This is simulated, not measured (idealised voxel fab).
Module name: voxel transistor to metal (process module)
Cross-section cut spans 190 nm and uses square cells 5 nm in size.
Reading order for cross-sections: top band down to bottom band. Underlying form: a grid of square cells. Band size: one or more rows of cells.
The band entry comprises the height of the band's top followed by the height of its bottom, expressed in nm, and subsequently the band's materials from left to right, each stated together with its width in nm. Where a single material is marked with the word "all across", that material fills the band from edge to edge. The word "empty" represents empty space.
We count height from 0. Below that, the starting wafer is all one material. The lowest band never ends at the bottom but goes on down; see "0..down" for how that is written.
A width given as "30 to 40" starts at the first number in the band's top row and ends at the second number in its bottom row, shifting by an equal amount at every step from row to row.
A step reported as "nothing altered" is a step in which no cell of the cross-section changed.
Each empty space that has no open way to the top and spans at least 8 cells appears under "Voids lacking openings" as width x height at distance, the distance counted from the left edge, all in nm.
Note: text after step settings on the step line = simulator remark on that step.
The line of a step may include "overlay nm". On a step with a mask, this value is how far to the right of its planned place the mask lay. A negative value means the mask lay to the left.
# Set out below are the planned steps of the process
1. RECEIVE [material Si]
2. OXIDIZE [depth nm 5]
3. CONFORMAL_DEP [material SiN] [thk nm 10]
4. MASKED_ETCH [tone cover] [mask id ACTIVE] [width nm 125] [etch materials SiN] [depth nm 10] [overlay nm 0]
5. MASKED_ETCH [tone cover] [mask id ACTIVE] [width nm 125] [etch materials SiO2] [depth nm 5] [overlay nm 0]
6. MASKED_ETCH [tone cover] [mask id ACTIVE] [width nm 125] [etch materials Si] [depth nm 20] [overlay nm 0]
7. OXIDIZE [depth nm 5]
8. FILL_DEP [material SiO2] [thk nm 5]
9. CMP [height nm 10]
10. SELECTIVE_ETCH [etch materials SiO2] [depth nm 5]
11. STRIP [etch materials SiN]
12. SELECTIVE_ETCH [etch materials SiO2] [depth nm 5]
13. OXIDIZE [depth nm 5]
14. DIRECTIONAL_DEP [material polySi] [thk nm 30]
15. DIRECTIONAL_DEP [material SiCN] [thk nm 10]
16. MASKED_ETCH [tone cover] [mask id GATE] [width nm 35] [etch materials SiCN] [depth nm 20] [overlay nm 0]
17. MASKED_ETCH [tone cover] [mask id GATE] [width nm 35] [etch materials polySi] [depth nm 40] [overlay nm 0]
18. CONFORMAL_DEP [material SiN] [thk nm 5]
19. DIRECTIONAL_ETCH [etch materials SiN] [depth nm 5]
20. DIRECTIONAL_ETCH [etch materials SiO2] [depth nm 5]
21. EPI [material pSi] [thk nm 5]
22. FILL_DEP [material SiO2] [thk nm 10]
23. CMP [height nm 25]
24. STRIP [etch materials polySi]
25. SELECTIVE_ETCH [etch materials SiO2] [depth nm 5]
26. CONFORMAL_DEP [material HfO2] [thk nm 5]
27. CONFORMAL_DEP [material TiN] [thk nm 5]
28. FILL_DEP [material W] [thk nm 5]
29. CMP [height nm 20]
30. DIRECTIONAL_DEP [material SiO2] [thk nm 10]
31. MASKED_ETCH [tone open] [mask id CONTACT] [width nm 20] [pitch nm 85] [etch materials SiO2] [depth nm 35] [overlay nm 0]
32. CONFORMAL_DEP [material TiN] [thk nm 5]
33. FILL_DEP [material Ru] [thk nm 5]
34. CMP [height nm 30]
35. CONFORMAL_DEP [material SiCN] [thk nm 5]
36. DIRECTIONAL_DEP [material SiO2] [thk nm 25]
37. PATTERN [tone open] [mask id METAL_1] [material resist] [width nm 20] [pitch nm 85] [thk nm 15] [overlay nm 0]
38. DIRECTIONAL_ETCH [etch materials SiO2] [depth nm 25]
39. DIRECTIONAL_ETCH [etch materials SiCN] [depth nm 5]
40. STRIP [etch materials resist]
41. CONFORMAL_DEP [material TiN] [thk nm 5]
42. FILL_DEP [material Cu] [thk nm 5]
43. CMP [height nm 60]
44. EPI [material Ru] [thk nm 5]
45. FILL_DEP [material SiCN] [thk nm 5]
46. DIRECTIONAL_DEP [material lowk] [thk nm 30]
47. PATTERN [tone open] [mask id METAL_2_HOLES] [material resist] [width nm 15] [pitch nm 85] [thk nm 15] [overlay nm 0]
48. DIRECTIONAL_ETCH [etch materials lowk] [depth nm 30]
49. STRIP [etch materials resist]
50. PATTERN [tone open] [mask id METAL_2] [material resist] [width nm 20] [pitch nm 85] [thk nm 15] [overlay nm 0]
51. DIRECTIONAL_ETCH [etch materials lowk] [depth nm 20]
52. DIRECTIONAL_ETCH [etch materials SiCN] [depth nm 5]
53. STRIP [etch materials resist]
54. CONFORMAL_DEP [material TiN] [thk nm 5]
55. FILL_DEP [material Cu] [thk nm 5]
56. CMP [height nm 100]
57. CONFORMAL_DEP [material SiN] [thk nm 5]
# Cross-section: wafer on arrival = after step 1
- 0..down = Si all across
- Voids lacking openings: none
# Starting wafer: above. Plan: above. Run: one mistake. Cross-section after the module: below
- 105..100 = SiN all across
- 100..85 = lowk: 40; TiN: 5; Cu: 10; TiN: 5; lowk: 65; TiN: 5; Cu: 10; TiN: 5; lowk: 45
- 85..80 = lowk: 40; TiN: 5; Cu: 5; TiN: 10; lowk: 65; TiN: 5; Cu: 5; TiN: 10; lowk: 45
- 80..70 = lowk: 40; TiN: 5; Cu: 5; TiN: 5; lowk: 70; TiN: 5; Cu: 5; TiN: 5; lowk: 50
- 70..65 = SiCN: 40; TiN: 15; SiCN: 70; TiN: 15; SiCN: 50
- 65..60 = SiCN: 35; Ru: 30; SiCN: 55; Ru: 30; SiCN: 40
- 60..35 = SiO2: 40; TiN: 5; Cu: 10; TiN: 5; SiO2: 65; TiN: 5; Cu: 10; TiN: 5; SiO2: 45
- 35..30 = SiCN: 40; TiN: 20; SiCN: 65; TiN: 20; SiCN: 45
- 30..20 = SiO2: 40; TiN: 5; Ru: 10; TiN: 5; SiO2: 65; TiN: 5; Ru: 10; TiN: 5; SiO2: 45
- 20..0 = SiO2: 40; TiN: 5; Ru: 10; TiN: 5; SiO2: 10; SiN: 5; HfO2: 5; TiN: 5; W: 15; TiN: 5; HfO2: 5; SiN: 5; SiO2: 10; TiN: 5; Ru: 10; TiN: 5; SiO2: 45
- 0..-5 = SiO2: 25; SiN: 5; SiO2: 10; TiN: 20; SiO2: 10; SiN: 5; HfO2: 5; TiN: 25; HfO2: 5; SiN: 5; SiO2: 10; TiN: 20; SiO2: 10; SiN: 5; SiO2: 30
- -5..-10 = SiO2: 30; pSi: 40; HfO2: 45; pSi: 40; SiO2: 35
- -10..-25 = SiO2: 35; Si: 115; SiO2: 40
- -25..down = Si all across
- Voids lacking openings: none
In executing the process, a mistake was made relative to the plan: step 6 deviated from plan and actually ran as MASKED_ETCH [tone cover] [mask id ACTIVE] [width nm 125] [etch materials Si] [depth nm 15] [overlay nm 0]
